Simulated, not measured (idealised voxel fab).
process module | voxel quadruple lines
cross-section cut | 265 nm wide | cells 5 nm
A cross-section is a grid of square cells, given in bands from the top down. A band is one or more rows of cells.
Each band's line starts with the height of the band's top and of its bottom, in nm. Then come its materials from left to right, each with its width in nm. One material with "throughout" fills the band from edge to edge. "air" is empty space.
Height 0 is the level under which the wafer as received is all one material. The lowest band goes on downwards, as in "0 down".
A width such as "30 to 40" changes by the same amount from each row of cells to the next, from the band's top row to its bottom row.
"no change" after a step means that no cell of the cross-section changed.
closed voids: empty space of 8 cells or more with no open way to the top, each as width x height at its distance from the left edge, in nm
after a step's settings: what the simulator itself notes on the step
overlay nm, on a step with a mask: how far to the right of its planned place the mask lay; to the left if negative
plan
1 op RECEIVE | material Si
2 op CONFORMAL_DEP | material SiO2 | thk nm 5
3 op DIRECTIONAL_DEP | material W | thk nm 10
4 op DIRECTIONAL_DEP | material polySi | thk nm 20
5 op DIRECTIONAL_DEP | material aC | thk nm 20
6 op PATTERN | tone cover | mask id MANDREL | material resist | width nm 25 | pitch nm 80 | thk nm 25 | overlay nm 0
7 op DIRECTIONAL_ETCH | etch materials aC | depth nm 20
8 op STRIP | etch materials resist
9 op CONFORMAL_DEP | material SiO2 | thk nm 15
10 op DIRECTIONAL_ETCH | etch materials SiO2 | depth nm 15
11 op STRIP | etch materials aC
12 op DIRECTIONAL_ETCH | etch materials polySi | depth nm 20
13 op STRIP | etch materials SiO2
14 op CONFORMAL_DEP | material SiN | thk nm 5
15 op DIRECTIONAL_ETCH | etch materials SiN | depth nm 5
16 op STRIP | etch materials polySi
17 op DIRECTIONAL_ETCH | etch materials W | depth nm 10
18 op STRIP | etch materials SiN
19 op FILL_DEP | material lowk | thk nm 10
20 op CMP | height nm 15
as received, after step 1
  0 down: Si throughout
  closed voids: none
a wafer at the end: this start, this plan, one mistake
  10 to 5: lowk 60 | W 5 | lowk 15 | W 5 | lowk 15 | W 5 | lowk 15 | W 5 | lowk 15 | W 5 | lowk 15 | W 5 | lowk 15 | W 5 | lowk 15 | W 5 | lowk 60
  5 to 0: SiO2 throughout
  0 down: Si throughout
  closed voids: none
what went wrong: step 20 ran as: op CMP | height nm 10
